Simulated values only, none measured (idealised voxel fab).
process module | voxel ribs on slabs
cross-section cut | 155 nm wide | cells 5 nm
A cross-section is a grid of square cells, given in bands from the top down. A band is one or more rows of cells.
Each band's line starts with the height of the band's top and of its bottom, in nm. Then come its materials from left to right, each with its width in nm. One material with "throughout" fills the band from edge to edge. "air" is empty space.
Height 0 is the level under which the wafer as received is all one material. The lowest band goes on downwards, as in "0 down".
A width such as "30 to 40" changes by the same amount from each row of cells to the next, from the band's top row to its bottom row.
"no change" after a step means that no cell of the cross-section changed.
closed voids: empty space of 8 cells or more with no open way to the top, each as width x height at its distance from the left edge, in nm
after a step's settings: what the simulator itself notes on the step
overlay nm, on a step with a mask: how far to the right of its planned place the mask lay; to the left if negative
plan
1 op RECEIVE | material Si
2 op DIRECTIONAL_DEP | material SiO2 | thk nm 20
3 op DIRECTIONAL_DEP | material polySi | thk nm 20
4 op PATTERN | tone cover | mask id RIB | material resist | width nm 15 | thk nm 15 | overlay nm 0
5 op DIRECTIONAL_ETCH | etch materials polySi | depth nm 5
6 op STRIP | etch materials resist
7 op MASKED_ETCH | tone cover | mask id SLAB | width nm 75 | etch materials polySi | depth nm 15 | overlay nm 0
8 op FILL_DEP | material SiO2 | thk nm 30
9 op CMP | height nm 60
10 op DIRECTIONAL_DEP | material W | thk nm 5
11 op DIRECTIONAL_DEP | material aC | thk nm 15
12 op PATTERN | tone cover | mask id HEATER | material resist | width nm 25 | thk nm 35 | overlay nm 0
13 op DIRECTIONAL_ETCH | etch materials aC | depth nm 15
14 op STRIP | etch materials resist
15 op DIRECTIONAL_ETCH | etch materials W | depth nm 5
16 op STRIP | etch materials aC
17 op CONFORMAL_DEP | material SiN | thk nm 10
first wafer, as planned
as received, after step 1
  0 down: Si throughout
  closed voids: none
after step 2
  20 to 0: SiO2 throughout
  below 0: unchanged
after step 3
  40 to 20: polySi throughout
  below 20: unchanged
after step 4
  55 to 40: air 70 | resist 15 | air 70
  below 40: unchanged
after step 5
  55 to 40: air 70 | resist 15 | air 70
  40 to 35: air 70 | polySi 15 | air 70
  below 35: unchanged
after step 6
  40 to 35: air 70 | polySi 15 | air 70
  below 35: unchanged
after step 7
  40 to 35: air 70 | polySi 15 | air 70
  35 to 20: air 40 | polySi 75 | air 40
  below 20: unchanged
after step 8
  70 to 40: SiO2 throughout
  40 to 35: SiO2 70 | polySi 15 | SiO2 70
  35 to 20: SiO2 40 | polySi 75 | SiO2 40
  below 20: unchanged
after step 9
  60 to 40: SiO2 throughout
  below 40: unchanged
after step 10
  65 to 60: W throughout
  below 60: unchanged
after step 11
  80 to 65: aC throughout
  below 65: unchanged
after step 12
  115 to 80: air 65 | resist 25 | air 65
  below 80: unchanged
after step 13
  100 to 80: air 65 | resist 25 | air 65
  80 to 65: air 65 | aC 25 | air 65
  below 65: unchanged
after step 14
  80 to 65: air 65 | aC 25 | air 65
  below 65: unchanged
after step 15
  80 to 65: air 65 | aC 25 | air 65
  65 to 60: air 65 | W 25 | air 65
  below 60: unchanged
after step 16
  65 to 60: air 65 | W 25 | air 65
  below 60: unchanged
after step 17
  75 to 70: air 55 | SiN 45 | air 55
  70 to 65: SiN throughout
  65 to 60: SiN 65 | W 25 | SiN 65
  below 60: unchanged
second wafer: like start, like plan, one mistake. Through step 1 it matches the first wafer
when step 2 should have ended
  20 to 0: polySi throughout
  below 0: unchanged
when step 3 should have ended
  40 to 0: polySi throughout
  below 0: unchanged
when step 4 should have ended
  55 to 40: air 70 | resist 15 | air 70
  below 40: unchanged
when step 5 should have ended
  55 to 40: air 70 | resist 15 | air 70
  40 to 35: air 70 | polySi 15 | air 70
  below 35: unchanged
when step 6 should have ended
  40 to 35: air 70 | polySi 15 | air 70
  below 35: unchanged
when step 7 should have ended
  40 to 35: air 70 | polySi 15 | air 70
  35 to 20: air 40 | polySi 75 | air 40
  below 20: unchanged
when step 8 should have ended
  70 to 40: SiO2 throughout
  40 to 35: SiO2 70 | polySi 15 | SiO2 70
  35 to 20: SiO2 40 | polySi 75 | SiO2 40
  below 20: unchanged
when step 9 should have ended
  60 to 40: SiO2 throughout
  below 40: unchanged
when step 10 should have ended
  65 to 60: W throughout
  below 60: unchanged
when step 11 should have ended
  80 to 65: aC throughout
  below 65: unchanged
when step 12 should have ended
  115 to 80: air 65 | resist 25 | air 65
  below 80: unchanged
when step 13 should have ended
  100 to 80: air 65 | resist 25 | air 65
  80 to 65: air 65 | aC 25 | air 65
  below 65: unchanged
when step 14 should have ended
  80 to 65: air 65 | aC 25 | air 65
  below 65: unchanged
when step 15 should have ended
  80 to 65: air 65 | aC 25 | air 65
  65 to 60: air 65 | W 25 | air 65
  below 60: unchanged
when step 16 should have ended
  65 to 60: air 65 | W 25 | air 65
  below 60: unchanged
when step 17 should have ended
  75 to 70: air 55 | SiN 45 | air 55
  70 to 65: SiN throughout
  65 to 60: SiN 65 | W 25 | SiN 65
  below 60: unchanged
what went wrong: step 2 ran as: op DIRECTIONAL_DEP | material polySi | thk nm 20
at the end the second wafer has, in cells: 124 fewer of SiO2 | 124 more of polySi
